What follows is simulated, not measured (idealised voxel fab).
This section sets out a process module, namely voxel capacitor over wiring.
This is section cut - it's 265 nm across, gridded in 5 nm square cells.
When this document writes out a cross-section, it uses a grid of square cells and lists it as bands, beginning at the top and moving down, with a band standing for one or more rows of cells.
Top, bottom (nm), then materials left to right with widths (nm); lone material tagged "edge to edge" fills the whole band edge to edge; "empty" = empty space.
Convention: height 0 is the level below which the wafer, as received, is all one material. The lowest band does not terminate at the bottom but continues downward, represented as "0 and below".
A width given as "30..40" starts at the first number in the band's top row and ends at the second number in its bottom row, shifting by an equal amount at every step from row to row.
You'll sometimes find "everything unchanged" written for a step, and that's the way of saying that nowhere in the cross-section did a cell change during that step.
"Trapped cavities" enumerates empty spaces isolated from the top, with no open way to it, that contain at least 8 cells, giving each as width x height at distance from the left edge, all three in nm.
Heads up: the bit after the settings on a step's line is the simulator's remark on that step.
What "overlay nm" on a step's line means: if the step has a mask, that mask lay this far to the right of its planned place, or, when the value is negative, to the left.
[Planned process steps]
1: RECEIVE (material Si)
2: CONFORMAL_DEP (material SiO2; thk nm 15)
3: CONFORMAL_DEP (material SiCN; thk nm 5)
4: DIRECTIONAL_DEP (material SiO2; thk nm 20)
5: MASKED_ETCH (tone open; mask id METAL_1; width nm 30; pitch nm 90; etch materials SiO2; depth nm 20; overlay nm 0)
6: MASKED_ETCH (tone open; mask id METAL_1; width nm 30; pitch nm 90; etch materials SiCN; depth nm 5; overlay nm 0)
7: CONFORMAL_DEP (material TiN; thk nm 5)
8: FILL_DEP (material Cu; thk nm 10)
9: CMP (height nm 40)
10: CONFORMAL_DEP (material SiCN; thk nm 5)
11: DIRECTIONAL_DEP (material lowk; thk nm 15)
12: PATTERN (tone open; mask id PLUG_1; material resist; width nm 15; thk nm 20; overlay nm 0)
13: DIRECTIONAL_ETCH (etch materials lowk; depth nm 15)
14: DIRECTIONAL_ETCH (etch materials SiCN; depth nm 5)
15: STRIP (etch materials resist)
16: EPI (material Ru; thk nm 10)
17: EPI (material Ru; thk nm 10)
18: DIRECTIONAL_DEP (material TiN; thk nm 5)
19: DIRECTIONAL_DEP (material HfO2; thk nm 5)
20: DIRECTIONAL_DEP (material TiN; thk nm 5)
21: DIRECTIONAL_DEP (material aC; thk nm 15)
22: PATTERN (tone cover; mask id UPPER_PLATE; material resist; width nm 65; thk nm 30; overlay nm 0)
23: DIRECTIONAL_ETCH (etch materials aC; depth nm 15)
24: STRIP (etch materials resist)
25: DIRECTIONAL_ETCH (etch materials TiN; depth nm 5)
26: DIRECTIONAL_ETCH (etch materials HfO2; depth nm 5)
27: STRIP (etch materials aC)
28: MASKED_ETCH (tone cover; mask id LOWER_PLATE; width nm 75; etch materials TiN; depth nm 5; overlay nm 0)
29: FILL_DEP (material SiO2; thk nm 15)
30: CMP (height nm 85)
31: DIRECTIONAL_DEP (material aC; thk nm 15)
32: PATTERN (tone open; mask id PLUG_2; material resist; width nm 15; thk nm 30; overlay nm 0)
33: DIRECTIONAL_ETCH (etch materials aC; depth nm 15)
34: STRIP (etch materials resist)
35: DIRECTIONAL_ETCH (etch materials SiO2; depth nm 10)
36: STRIP (etch materials aC)
37: CONFORMAL_DEP (material TiN; thk nm 5)
38: FILL_DEP (material Cu; thk nm 5)
39: CMP (height nm 85)
40: CONFORMAL_DEP (material SiCN; thk nm 5)
[Incoming wafer, cross-sectional view, post step 1]
- 0 and below: Si edge to edge
- Trapped cavities: none
[The first of two wafers, cross-sectioned at the end of the module, with the run proceeding as planned]
- 90 down to 85: SiCN edge to edge
- 85 down to 80: SiO2 95, TiN 5, Cu 5, TiN 5, SiO2 155
- 80 down to 70: SiO2 95..85, TiN 15..65, SiO2 155..115
- 70 down to 65: SiO2 85, HfO2 65, SiO2 115
- 65 down to 60: SiO2 80, TiN 75, SiO2 110
- 60 down to 45: lowk 85, Ru 15, lowk 165
- 45 down to 40: SiCN 85, Ru 15, SiCN 165
- 40 down to 20: SiO2 70, TiN 5, Cu 20, TiN 5, SiO2 60, TiN 5, Cu 20, TiN 5, SiO2 75
- 20 down to 15: SiCN 70, TiN 30, SiCN 60, TiN 30, SiCN 75
- 15 down to 0: SiO2 edge to edge
- 0 and below: Si edge to edge
- Trapped cavities: none
[Wafer two, sectioned after the module: the first wafer's start, the first wafer's plan, and one mistake in how it was run]
- 90 down to 85: SiCN edge to edge
- 85 down to 80: SiO2 95, TiN 5, Cu 5, TiN 5, SiO2 155
- 80 down to 75: SiO2 95, TiN 15, SiO2 155
- 75 down to 70: SiO2 edge to edge
- 70 down to 65: SiO2 85, HfO2 65, SiO2 115
- 65 down to 60: SiO2 80, TiN 75, SiO2 110
- 60 down to 45: lowk 85, Ru 15, lowk 165
- 45 down to 40: SiCN 85, Ru 15, SiCN 165
- 40 down to 20: SiO2 70, TiN 5, Cu 20, TiN 5, SiO2 60, TiN 5, Cu 20, TiN 5, SiO2 75
- 20 down to 15: SiCN 70, TiN 30, SiCN 60, TiN 30, SiCN 75
- 15 down to 0: SiO2 edge to edge
- 0 and below: Si edge to edge
- Trapped cavities: none
Error vs. plan: it should be noted that step 20 of the plan was omitted and was not performed
Final tally in cells, some materials are higher or lower on the second wafer than on the first: 13 more of SiO2; 13 fewer of TiN
